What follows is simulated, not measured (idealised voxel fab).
process module | voxel self aligned contacts
cross-section cut | 220 nm wide | cells 5 nm
A cross-section is a grid of square cells, given in bands from the top down. A band is one or more rows of cells.
Each band's line starts with the height of the band's top and of its bottom, in nm. Then come its materials from left to right, each with its width in nm. One material with "throughout" fills the band from edge to edge. "air" is empty space.
Height 0 is the level under which the wafer as received is all one material. The lowest band goes on downwards, as in "0 down".
A width such as "30 to 40" changes by the same amount from each row of cells to the next, from the band's top row to its bottom row.
"no change" after a step means that no cell of the cross-section changed.
closed voids: empty space of 8 cells or more with no open way to the top, each as width x height at its distance from the left edge, in nm
after a step's settings: what the simulator itself notes on the step
overlay nm, on a step with a mask: how far to the right of its planned place the mask lay; to the left if negative
plan
1 op RECEIVE | material Si
2 op OXIDIZE | depth nm 5
3 op DIRECTIONAL_DEP | material polySi | thk nm 30
4 op DIRECTIONAL_DEP | material SiN | thk nm 20
5 op PATTERN | tone cover | mask id GATE | material resist | width nm 35 | pitch nm 65 | thk nm 15 | overlay nm 0
6 op DIRECTIONAL_ETCH | etch materials SiN | depth nm 20
7 op DIRECTIONAL_ETCH | etch materials polySi | depth nm 30
8 op STRIP | etch materials resist
9 op CONFORMAL_DEP | material SiN | thk nm 5
10 op DIRECTIONAL_ETCH | etch materials SiN | depth nm 5
11 op FILL_DEP | material SiO2 | thk nm 15
12 op CMP | height nm 55
13 op PATTERN | tone open | mask id CONTACT | material resist | width nm 50 | pitch nm 65 | thk nm 15 | overlay nm 0
14 op DIRECTIONAL_ETCH | etch materials SiO2 | depth nm 60
15 op STRIP | etch materials resist
16 op CONFORMAL_DEP | material TiN | thk nm 5
17 op FILL_DEP | material Ru | thk nm 10
18 op CMP | height nm 55
19 op CONFORMAL_DEP | material SiN | thk nm 5
as received, after step 1
  0 down: Si throughout
  closed voids: none
a wafer at the end: this start, this plan, one mistake
  60 to 55: SiN throughout
  55 to 50: SiO2 20 | SiN 45 | TiN 20 | SiN 45 | TiN 20 | SiN 45 | SiO2 25
  50 to 30: SiN throughout
  30 to 0: polySi throughout
  0 to -5: SiO2 throughout
  -5 down: Si throughout
  closed voids: none
what went wrong: step 4 was run twice
